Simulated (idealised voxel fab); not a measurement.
You're looking at the process module voxel self aligned contacts.
Shown is cross-section cut, with a width of 245 nm and square cells of size 5 nm.
When this document writes out a cross-section, it uses a grid of square cells and lists it as bands, beginning at the top and moving down, with a band standing for one or more rows of cells.
Per band: top height and bottom height in nm, followed by the left-to-right materials and their widths in nm; "edge to edge" marks a single material spanning edge to edge, "empty" marks empty space.
It should be noted that heights are counted from 0, beneath which the wafer as supplied is of one material throughout, and that the lowest band possesses no lower boundary but continues downward, as written in "from 0 down".
With a width like "30 to 40", each row of cells in the band differs from the next by the same amount, the top row carrying the first number and the bottom row the second.
"no alterations made" (step): cross-section cells unchanged, all of them.
This entry, "Voids, enclosed", enumerates those empty regions of no fewer than 8 cells that possess no open connection to the top. Each region is reported in the form width x height at distance, the distance being taken from the left edge, with all three quantities expressed in nm.
Anything after a step's settings on that line? It's the simulator's own note about the step.
What "overlay nm" on a step's line means: if the step has a mask, that mask lay this far to the right of its planned place, or, when the value is negative, to the left.

Process steps foreseen in the plan:
step 1: RECEIVE [material Si]
step 2: OXIDIZE [depth nm 5]
step 3: DIRECTIONAL_DEP [material polySi] [thk nm 30]
step 4: DIRECTIONAL_DEP [material SiN] [thk nm 25]
step 5: DIRECTIONAL_DEP [material aC] [thk nm 10]
step 6: PATTERN [tone cover] [mask id GATE] [material resist] [width nm 25] [pitch nm 65] [thk nm 25] [overlay nm 0]
step 7: DIRECTIONAL_ETCH [etch materials aC] [depth nm 10]
step 8: STRIP [etch materials resist]
step 9: DIRECTIONAL_ETCH [etch materials SiN] [depth nm 25]
step 10: DIRECTIONAL_ETCH [etch materials polySi] [depth nm 30]
step 11: STRIP [etch materials aC]
step 12: CONFORMAL_DEP [material SiN] [thk nm 10]
step 13: DIRECTIONAL_ETCH [etch materials SiN] [depth nm 10]
step 14: FILL_DEP [material SiO2] [thk nm 20]
step 15: CMP [height nm 65]
step 16: PATTERN [tone open] [mask id CONTACT] [material resist] [width nm 50] [thk nm 15] [overlay nm 0]
step 17: DIRECTIONAL_ETCH [etch materials SiO2] [depth nm 70]
step 18: STRIP [etch materials resist]
step 19: CONFORMAL_DEP [material TiN] [thk nm 5]
step 20: FILL_DEP [material W] [thk nm 5]
step 21: CMP [height nm 65]
step 22: CONFORMAL_DEP [material SiN] [thk nm 5]

Cross-section: wafer on arrival = after step 1:
  from 0 down = Si edge to edge
  Voids, enclosed: none

Post-module cross-section of the first of two wafers (run per plan):
  from 70 to 65 = SiN edge to edge
  from 65 to 55 = SiO2: 95, then TiN: 5 to 20, then W: 40 to 10, then TiN: 5 to 20, then SiO2: 100
  from 55 to 30 = SiO2: 65, then SiN: 45, then TiN: 5, then W: 10, then TiN: 5, then SiN: 45, then SiO2: 70
  from 30 to 0 = SiO2: 65, then SiN: 10, then polySi: 25, then SiN: 10, then TiN: 5, then W: 10, then TiN: 5, then SiN: 10, then polySi: 25, then SiN: 10, then SiO2: 70
  from 0 to -5 = SiO2: 110, then TiN: 20, then SiO2: 115
  from -5 down = Si edge to edge
  Voids, enclosed: none

Cross-sectional view: second of two wafers, end of module; start and plan identical to the first, one mistake in running:
  from 70 to 65 = SiN edge to edge
  from 65 to 60 = SiO2: 65, then SiN: 45, then TiN: 5, then W: 10, then TiN: 5, then SiN: 45, then SiO2: 70
  from 60 to 55 = SiO2: 65, then SiN: 45, then TiN: 20, then SiN: 45, then SiO2: 70
  from 55 to 30 = SiN edge to edge
  from 30 to 0 = polySi edge to edge
  from 0 to -5 = SiO2 edge to edge
  from -5 down = Si edge to edge
  Voids, enclosed: none
Want to know what went wrong? twice over, step 4 of the plan was run
Final wafer comparison in cells, second versus first, more or fewer per material: 143 more of SiN, 317 fewer of SiO2, 30 fewer of TiN, 30 fewer of W, 234 more of polySi
